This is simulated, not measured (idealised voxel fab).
process module | voxel capacitor over wiring
cross-section cut | 250 nm wide | cells 5 nm
A cross-section is a grid of square cells, given in bands from the top down. A band is one or more rows of cells.
Each band's line starts with the height of the band's top and of its bottom, in nm. Then come its materials from left to right, each with its width in nm. One material with "throughout" fills the band from edge to edge. "air" is empty space.
Height 0 is the level under which the wafer as received is all one material. The lowest band goes on downwards, as in "0 down".
A width such as "30 to 40" changes by the same amount from each row of cells to the next, from the band's top row to its bottom row.
"no change" after a step means that no cell of the cross-section changed.
closed voids: empty space of 8 cells or more with no open way to the top, each as width x height at its distance from the left edge, in nm
after a step's settings: what the simulator itself notes on the step
overlay nm, on a step with a mask: how far to the right of its planned place the mask lay; to the left if negative
plan
1 op RECEIVE | material Si
2 op CONFORMAL_DEP | material SiO2 | thk nm 15
3 op DIRECTIONAL_DEP | material TiN | thk nm 5
4 op DIRECTIONAL_DEP | material W | thk nm 15
5 op MASKED_ETCH | tone cover | mask id METAL_1 | width nm 25 | pitch nm 75 | etch materials W | depth nm 15 | overlay nm 0
6 op MASKED_ETCH | tone cover | mask id METAL_1 | width nm 25 | pitch nm 75 | etch materials TiN | depth nm 5 | overlay nm 0
7 op FILL_DEP | material lowk | thk nm 10
8 op CMP | height nm 35
9 op CONFORMAL_DEP | material SiCN | thk nm 5
10 op DIRECTIONAL_DEP | material SiO2 | thk nm 15
11 op DIRECTIONAL_DEP | material aC | thk nm 15
12 op PATTERN | tone open | mask id PLUG_1 | material resist | width nm 15 | thk nm 30 | overlay nm 0
13 op DIRECTIONAL_ETCH | etch materials aC | depth nm 15
14 op STRIP | etch materials resist
15 op DIRECTIONAL_ETCH | etch materials SiO2 | depth nm 15
16 op DIRECTIONAL_ETCH | etch materials SiCN | depth nm 5
17 op STRIP | etch materials aC
18 op CONFORMAL_DEP | material TiN | thk nm 5
19 op FILL_DEP | material Cu | thk nm 10
20 op CMP | height nm 55
21 op DIRECTIONAL_DEP | material TiN | thk nm 5
22 op DIRECTIONAL_DEP | material Al2O3 | thk nm 5
23 op DIRECTIONAL_DEP | material TiN | thk nm 10
24 op DIRECTIONAL_DEP | material aC | thk nm 10
25 op PATTERN | tone cover | mask id UPPER_PLATE | material resist | width nm 55 | thk nm 30 | overlay nm 0
26 op DIRECTIONAL_ETCH | etch materials aC | depth nm 10
27 op STRIP | etch materials resist
28 op DIRECTIONAL_ETCH | etch materials TiN | depth nm 10
29 op DIRECTIONAL_ETCH | etch materials Al2O3 | depth nm 5
30 op STRIP | etch materials aC
31 op DIRECTIONAL_DEP | material aC | thk nm 15
32 op PATTERN | tone cover | mask id LOWER_PLATE | material resist | width nm 65 | thk nm 30 | overlay nm 0
33 op DIRECTIONAL_ETCH | etch materials aC | depth nm 15
34 op STRIP | etch materials resist
35 op DIRECTIONAL_ETCH | etch materials TiN | depth nm 5
36 op STRIP | etch materials aC
37 op FILL_DEP | material SiO2 | thk nm 20
38 op CMP | height nm 90
39 op DIRECTIONAL_DEP | material aC | thk nm 10
40 op PATTERN | tone open | mask id PLUG_2 | material resist | width nm 15 | thk nm 30 | overlay nm 0
41 op DIRECTIONAL_ETCH | etch materials aC | depth nm 10
42 op STRIP | etch materials resist
43 op DIRECTIONAL_ETCH | etch materials SiO2 | depth nm 15
44 op STRIP | etch materials aC
45 op CONFORMAL_DEP | material TiN | thk nm 5
46 op FILL_DEP | material W | thk nm 5
47 op CMP | height nm 90
48 op CONFORMAL_DEP | material SiCN | thk nm 5
as received, after step 1
  0 down: Si throughout
  closed voids: none
first wafer at the end, as planned
  95 to 90: SiCN throughout
  90 to 80: SiO2 95 | TiN 5 | W 5 | TiN 5 | SiO2 140
  80 to 75: SiO2 95 | TiN 15 | SiO2 140
  75 to 65: SiO2 85 | TiN 55 | SiO2 110
  65 to 60: SiO2 85 | Al2O3 55 | SiO2 110
  60 to 55: SiO2 80 | TiN 65 | SiO2 105
  55 to 40: SiO2 85 | TiN 5 | Cu 5 | TiN 5 | SiO2 150
  40 to 35: SiCN 85 | TiN 15 | SiCN 150
  35 to 20: lowk 75 | W 25 | lowk 50 | W 25 | lowk 75
  20 to 15: lowk 75 | TiN 25 | lowk 50 | TiN 25 | lowk 75
  15 to 0: SiO2 throughout
  0 down: Si throughout
  closed voids: none
second wafer at the end: like start, like plan, one mistake
  95 to 90: SiCN throughout
  90 to 80: SiO2 95 | TiN 5 | W 5 | TiN 5 | SiO2 140
  80 to 75: SiO2 95 | TiN 15 | SiO2 140
  75 to 65: SiO2 85 | TiN 55 | SiO2 110
  65 to 60: SiO2 85 | Al2O3 55 | SiO2 110
  60 to 55: SiO2 80 | TiN 65 | SiO2 105
  55 to 40: SiO2 85 | TiN 5 | Cu 5 | TiN 5 | SiO2 150
  40 to 35: SiCN 85 | TiN 15 | SiCN 150
  35 to 30: lowk 75 | TiN 25 | lowk 50 | TiN 25 | lowk 75
  30 to 0: SiO2 throughout
  0 down: Si throughout
  closed voids: none
what went wrong: step 2 was run twice
at the end the second wafer has, in cells: 150 more of SiO2 | 30 fewer of W | 120 fewer of lowk
